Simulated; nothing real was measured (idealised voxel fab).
voxel spacer lines: a process module
Section shown: cut. Width: 215 nm. Cell size: 5 nm, square.
Throughout this document, each cross-section is represented as a grid of square cells and is presented as a sequence of bands enumerated from the top downward, where a band comprises one or more rows of cells.
Per band: top height and bottom height in nm, followed by the left-to-right materials and their widths in nm; "edge to edge" marks a single material spanning edge to edge, "empty" marks empty space.
Below 0: as-received wafer, all one material; heights counted from there. Lowest band: no bottom, goes on down, written "0..down".
With a width like "30->40", each row of cells in the band differs from the next by the same amount, the top row carrying the first number and the bottom row the second.
"nothing got changed" for a step: no cell of the cross-section changed in that step.
Empty spaces counting at least 8 cells and having no open way to the top are listed in "Voids, fully enclosed". The notation width x height at distance is used for each, the distance being from the left edge and all three values in nm.
The remark found on a step's line after its settings is issued by the simulator itself and pertains to that step.
overlay nm, on a step with a mask: how far to the right of its planned place the mask lay; to the left if negative

-- The steps planned for the process are as follows
1 RECEIVE,material Si
2 CONFORMAL_DEP,material Al2O3,thk nm 10
3 DIRECTIONAL_DEP,material SiN,thk nm 15
4 DIRECTIONAL_DEP,material polySi,thk nm 30
5 PATTERN,tone cover,mask id MANDREL,material resist,width nm 20,pitch nm 60,thk nm 35,overlay nm 0
6 DIRECTIONAL_ETCH,etch materials polySi,depth nm 30
7 STRIP,etch materials resist
8 CONFORMAL_DEP,material SiO2,thk nm 10
9 DIRECTIONAL_ETCH,etch materials SiO2,depth nm 10
10 STRIP,etch materials polySi
11 DIRECTIONAL_ETCH,etch materials SiN,depth nm 15
12 STRIP,etch materials SiO2

-- This is the cross-section of the wafer as we received it, i.e. after step 1
* 0..down: Si edge to edge
* Voids, fully enclosed: none

-- One mistake in running the module, otherwise start and plan as above: cross-section at the end
* 15..0: 55 of empty, then 10 of SiN, then 20 of empty, then 10 of SiN, then 20 of empty, then 10 of SiN, then 20 of empty, then 10 of SiN, then 60 of empty
* 0..down: Si edge to edge
* Voids, fully enclosed: none
The plan and the run diverged here: with respect to the plan, step 2 was omitted and not executed
